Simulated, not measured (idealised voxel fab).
voxel released beams: a process module
275 nm wide, 5 nm square cells: that's cross-section cut.
Cross-section layout: square cells on a grid; listed as bands, top to bottom; a band spans one or more cell rows.
This entry defines a band. It first specifies the height of the band's top and the height of its bottom in nm, and then specifies the band's materials from left to right, stating each material with its width in nm. The word "full width" identifies a single material that fills the band from edge to edge, while the word "blank" identifies empty space.
We count height from 0. Below that, the starting wafer is all one material. The lowest band never ends at the bottom but goes on down; see "from 0 down" for how that is written.
You'd read "30->40" like this: the band's top row of cells is as wide as the first number, its bottom row is as wide as the second, and going down, every row changes width by the same amount as the row before did.
Basically "left unchanged" means that step didn't change any cell in the cross-section.
The entry titled "Sealed cavities" provides the empty spaces that have no open way to the top, restricted to those of 8 cells or more. Each is presented as width x height at distance, the distance being measured from the left edge, with all three in nm.
What comes after the settings on a step's line is commentary from the simulator itself on that step.
overlay nm: mask right of planned place by this much (step with mask). Neg. = left.
Process steps (planned)
1,RECEIVE, material Si
2,CONFORMAL_DEP, material Al2O3, thk nm 5
3,DIRECTIONAL_DEP, material SiO2, thk nm 10
4,DIRECTIONAL_DEP, material aC, thk nm 15
5,PATTERN, tone open, mask id ANCHOR, material resist, width nm 45, thk nm 35, overlay nm 0
6,DIRECTIONAL_ETCH, etch materials aC, depth nm 15
7,STRIP, etch materials resist
8,DIRECTIONAL_ETCH, etch materials SiO2, depth nm 10
9,STRIP, etch materials aC
10,CONFORMAL_DEP, material polySi, thk nm 15
11,PATTERN, tone cover, mask id BEAM, material resist, width nm 95, thk nm 20, overlay nm 0
12,DIRECTIONAL_ETCH, etch materials polySi, depth nm 15
13,STRIP, etch materials resist
14,STRIP, etch materials SiO2
Shown in cross-section is the wafer as received, that is, as it stands after step 1
    from 0 down = Si full width
    Sealed cavities: none
Starting structure and process plan are as shown above, but one mistake was made in running the module; the wafer cross-section at the end of the module follows
    from 30 to 20 = blank: 85  polySi: 25  blank: 15  polySi: 55  blank: 95
    from 20 to 15 = blank: 85  polySi: 95  blank: 95
    from 15 to 5 = blank: 95  polySi: 45  blank: 135
    from 5 to 0 = Al2O3 full width
    from 0 down = Si full width
    Sealed cavities: none
Deviation from plan: step 5 deviated from plan and actually ran as PATTERN, tone open, mask id ANCHOR, material resist, width nm 45, thk nm 35, overlay nm 5
